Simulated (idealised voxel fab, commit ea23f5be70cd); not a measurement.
process module | voxel tone inversion
cross-section cut | 170 nm wide | cells 5 nm
A cross-section is a grid of square cells, given in bands from the top down. A band is one or more rows of cells.
Each band's line starts with the height of the band's top and of its bottom, in nm. Then come its materials from left to right, each with its width in nm. One material with "throughout" fills the band from edge to edge. "air" is empty space.
Height 0 is the level under which the wafer as received is all one material. The lowest band goes on downwards, as in "0 down".
A width such as "30 to 40" changes by the same amount from each row of cells to the next, from the band's top row to its bottom row.
"no change" after a step means that no cell of the cross-section changed.
closed voids: empty space of 8 cells or more with no open way to the top, each as width x height at its distance from the left edge, in nm
after a step's settings: what the simulator itself notes on the step
overlay nm, on a step with a mask: how far to the right of its planned place the mask lay; to the left if negative
plan
1 op RECEIVE | material Si
2 op CONFORMAL_DEP | material SiN | thk nm 5
3 op DIRECTIONAL_DEP | material aC | thk nm 15
4 op PATTERN | tone cover | mask id POSTS | material resist | width nm 20 | pitch nm 40 | thk nm 20 | overlay nm 0
5 op DIRECTIONAL_ETCH | etch materials aC | depth nm 15
6 op STRIP | etch materials resist
7 op FILL_DEP | material SiO2 | thk nm 5
8 op CMP | height nm 20
9 op STRIP | etch materials aC
as received, after step 1
  0 down: Si throughout
  closed voids: none
a wafer at the end: this start, this plan, one mistake
  20 to 5: SiO2 20 | air 15 | SiO2 25 | air 15 | SiO2 25 | air 15 | SiO2 25 | air 15 | SiO2 15
  5 to 0: SiN throughout
  0 down: Si throughout
  closed voids: none
what went wrong: step 4 ran as: op PATTERN | tone cover | mask id POSTS | material resist | width nm 15 | pitch nm 40 | thk nm 20 | overlay nm 0
